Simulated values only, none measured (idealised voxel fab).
Name of the process module below: voxel transistor to metal
Square cell edge 5 nm, section width 205 nm, ID cut.
Heads up, the way a cross-section reads in here is a grid of square cells, handed over as bands from the top down, with every band being one or more rows of cells. In this notation a band is specified by the heights of its top and bottom, in that order and in nm, after which its materials appear from left to right, each paired with its width in nm. The word "everywhere" attached to a single material means that material fills the band from edge to edge; the word "blank" stands for empty space. Height is counted from the level 0, under which the received wafer is composed throughout of one material. The lowest of the bands is not closed at the bottom but continues downward, in the notation "0 down". Width "30..40": first value at the band's top row of cells, second value at its bottom row, equal change from row to row. What does "left unchanged" mean for a step? It means no cell of the cross-section changed in that step. What "Unvented internal voids" gives you is every empty space of 8 cells or more that is cut off from the top. Each appears as width x height at distance, with the distance taken from the left edge and width, height and distance all in nm. The remark found on a step's line after its settings is issued by the simulator itself and pertains to that step. For masked steps, "overlay nm" on the step line gives how far right of plan the mask actually lay; a minus sign means it lay to the left.

### Planned process steps
1: RECEIVE [material Si]
2: OXIDIZE [depth nm 5]
3: CONFORMAL_DEP [material SiN] [thk nm 10]
4: PATTERN [tone cover] [mask id ACTIVE] [material resist] [width nm 110] [thk nm 15] [overlay nm 0]
5: DIRECTIONAL_ETCH [etch materials SiN] [depth nm 10]
6: DIRECTIONAL_ETCH [etch materials SiO2] [depth nm 5]
7: DIRECTIONAL_ETCH [etch materials Si] [depth nm 35]
8: STRIP [etch materials resist]
9: OXIDIZE [depth nm 5]
10: FILL_DEP [material SiO2] [thk nm 15]
11: CMP [height nm 10]
12: SELECTIVE_ETCH [etch materials SiO2] [depth nm 10]
13: STRIP [etch materials SiN]
14: SELECTIVE_ETCH [etch materials SiO2] [depth nm 5]
15: OXIDIZE [depth nm 5]
16: DIRECTIONAL_DEP [material polySi] [thk nm 25]
17: DIRECTIONAL_DEP [material SiCN] [thk nm 15]
18: MASKED_ETCH [tone cover] [mask id GATE] [width nm 20] [etch materials SiCN] [depth nm 25] [overlay nm 0]
19: MASKED_ETCH [tone cover] [mask id GATE] [width nm 20] [etch materials polySi] [depth nm 35] [overlay nm 0]
20: CONFORMAL_DEP [material SiN] [thk nm 5]
21: DIRECTIONAL_ETCH [etch materials SiN] [depth nm 5]
22: DIRECTIONAL_ETCH [etch materials SiO2] [depth nm 5]
23: DIRECTIONAL_ETCH [etch materials Si] [depth nm 5]
24: EPI [material pSi] [thk nm 10]
25: FILL_DEP [material SiO2] [thk nm 10]
26: CMP [height nm 35]
27: DIRECTIONAL_DEP [material SiO2] [thk nm 10]
28: DIRECTIONAL_DEP [material aC] [thk nm 15]
29: PATTERN [tone open] [mask id CONTACT] [material resist] [width nm 15] [pitch nm 75] [thk nm 30] [overlay nm 0]
30: DIRECTIONAL_ETCH [etch materials aC] [depth nm 15]
31: STRIP [etch materials resist]
32: DIRECTIONAL_ETCH [etch materials SiO2] [depth nm 50]
33: STRIP [etch materials aC]
34: CONFORMAL_DEP [material TiN] [thk nm 5]
35: FILL_DEP [material W] [thk nm 5]
36: CMP [height nm 45]
37: DIRECTIONAL_DEP [material TiN] [thk nm 5]
38: DIRECTIONAL_DEP [material W] [thk nm 25]
39: PATTERN [tone cover] [mask id METAL_1] [material resist] [width nm 15] [pitch nm 75] [thk nm 15] [overlay nm 0]
40: DIRECTIONAL_ETCH [etch materials W] [depth nm 25]
41: DIRECTIONAL_ETCH [etch materials TiN] [depth nm 5]
42: STRIP [etch materials resist]
43: FILL_DEP [material lowk] [thk nm 10]
44: CMP [height nm 75]
45: CONFORMAL_DEP [material SiCN] [thk nm 5]
46: DIRECTIONAL_DEP [material lowk] [thk nm 35]
47: MASKED_ETCH [tone open] [mask id METAL_2] [width nm 15] [pitch nm 75] [etch materials lowk] [depth nm 20] [overlay nm 0]
48: MASKED_ETCH [tone open] [mask id METAL_2_HOLES] [width nm 15] [pitch nm 75] [etch materials lowk] [depth nm 15] [overlay nm 0]
49: MASKED_ETCH [tone open] [mask id METAL_2_HOLES] [width nm 15] [pitch nm 75] [etch materials SiCN] [depth nm 5] [overlay nm 0]
50: CONFORMAL_DEP [material TiN] [thk nm 5]
51: FILL_DEP [material Cu] [thk nm 5]
52: CMP [height nm 115]
53: CONFORMAL_DEP [material SiN] [thk nm 5]

### Cross-section of the wafer at receipt, which is the condition after step 1
- 0 down: Si everywhere
- Unvented internal voids: none

### Sectioned view, first of two wafers, at the close of the module, processed as intended in the plan
- 120 to 115: SiN everywhere
- 115 to 80: lowk 55 nm; TiN 5 nm; Cu 5 nm; TiN 5 nm; lowk 60 nm; TiN 5 nm; Cu 5 nm; TiN 5 nm; lowk 60 nm
- 80 to 75: SiCN 55 nm; TiN 15 nm; SiCN 60 nm; TiN 15 nm; SiCN 60 nm
- 75 to 50: lowk 55 nm; W 15 nm; lowk 60 nm; W 15 nm; lowk 60 nm
- 50 to 45: lowk 55 nm; TiN 15 nm; lowk 60 nm; TiN 15 nm; lowk 60 nm
- 45 to 35: SiO2 55 nm; TiN 5 nm; W 5 nm; TiN 5 nm; SiO2 60 nm; TiN 5 nm; W 5 nm; TiN 5 nm; SiO2 60 nm
- 35 to 20: SiO2 55 nm; TiN 5 nm; W 5 nm; TiN 5 nm; SiO2 15 nm; SiN 5 nm; SiCN 20 nm; SiN 5 nm; SiO2 15 nm; TiN 5 nm; W 5 nm; TiN 5 nm; SiO2 60 nm
- 20 to 0: SiO2 55 nm; TiN 5 nm; W 5 nm; TiN 5 nm; SiO2 15 nm; SiN 5 nm; polySi 20 nm; SiN 5 nm; SiO2 15 nm; TiN 5 nm; W 5 nm; TiN 5 nm; SiO2 60 nm
- 0 to -5: SiO2 55 nm; TiN 15 nm; SiO2 5 nm; pSi 10 nm; SiN 5 nm; polySi 20 nm; SiN 5 nm; pSi 10 nm; SiO2 5 nm; TiN 15 nm; SiO2 60 nm
- -5 to -10: SiO2 45 nm; pSi 40 nm; SiO2 30 nm; pSi 40 nm; SiO2 50 nm
- -10 to -15: SiO2 50 nm; pSi 35 nm; Si 30 nm; pSi 35 nm; SiO2 55 nm
- -15 to -45: SiO2 50 nm; Si 100 nm; SiO2 55 nm
- -45 down: Si everywhere
- Unvented internal voids: none

### Cross-section, wafer two of two, end of module: same start and plan as wafer one, one error in execution
- 120 to 115: SiN everywhere
- 115 to 80: W everywhere
- 80 to 75: SiCN everywhere
- 75 to 50: lowk 55 nm; W 15 nm; lowk 60 nm; W 15 nm; lowk 60 nm
- 50 to 45: lowk 55 nm; TiN 15 nm; lowk 60 nm; TiN 15 nm; lowk 60 nm
- 45 to 35: SiO2 55 nm; TiN 5 nm; W 5 nm; TiN 5 nm; SiO2 60 nm; TiN 5 nm; W 5 nm; TiN 5 nm; SiO2 60 nm
- 35 to 20: SiO2 55 nm; TiN 5 nm; W 5 nm; TiN 5 nm; SiO2 15 nm; SiN 5 nm; SiCN 20 nm; SiN 5 nm; SiO2 15 nm; TiN 5 nm; W 5 nm; TiN 5 nm; SiO2 60 nm
- 20 to 0: SiO2 55 nm; TiN 5 nm; W 5 nm; TiN 5 nm; SiO2 15 nm; SiN 5 nm; polySi 20 nm; SiN 5 nm; SiO2 15 nm; TiN 5 nm; W 5 nm; TiN 5 nm; SiO2 60 nm
- 0 to -5: SiO2 55 nm; TiN 15 nm; SiO2 5 nm; pSi 10 nm; SiN 5 nm; polySi 20 nm; SiN 5 nm; pSi 10 nm; SiO2 5 nm; TiN 15 nm; SiO2 60 nm
- -5 to -10: SiO2 45 nm; pSi 40 nm; SiO2 30 nm; pSi 40 nm; SiO2 50 nm
- -10 to -15: SiO2 50 nm; pSi 35 nm; Si 30 nm; pSi 35 nm; SiO2 55 nm
- -15 to -45: SiO2 50 nm; Si 100 nm; SiO2 55 nm
- -45 down: Si everywhere
- Unvented internal voids: none
In executing the process, a mistake was made relative to the plan: step 46 was processed under conditions differing from the plan, specifically as DIRECTIONAL_DEP [material W] [thk nm 35]
Final wafer comparison in cells, second versus first, more or fewer per material: 14 fewer of Cu; 6 more of SiCN; 34 fewer of TiN; 287 more of W; 245 fewer of lowk
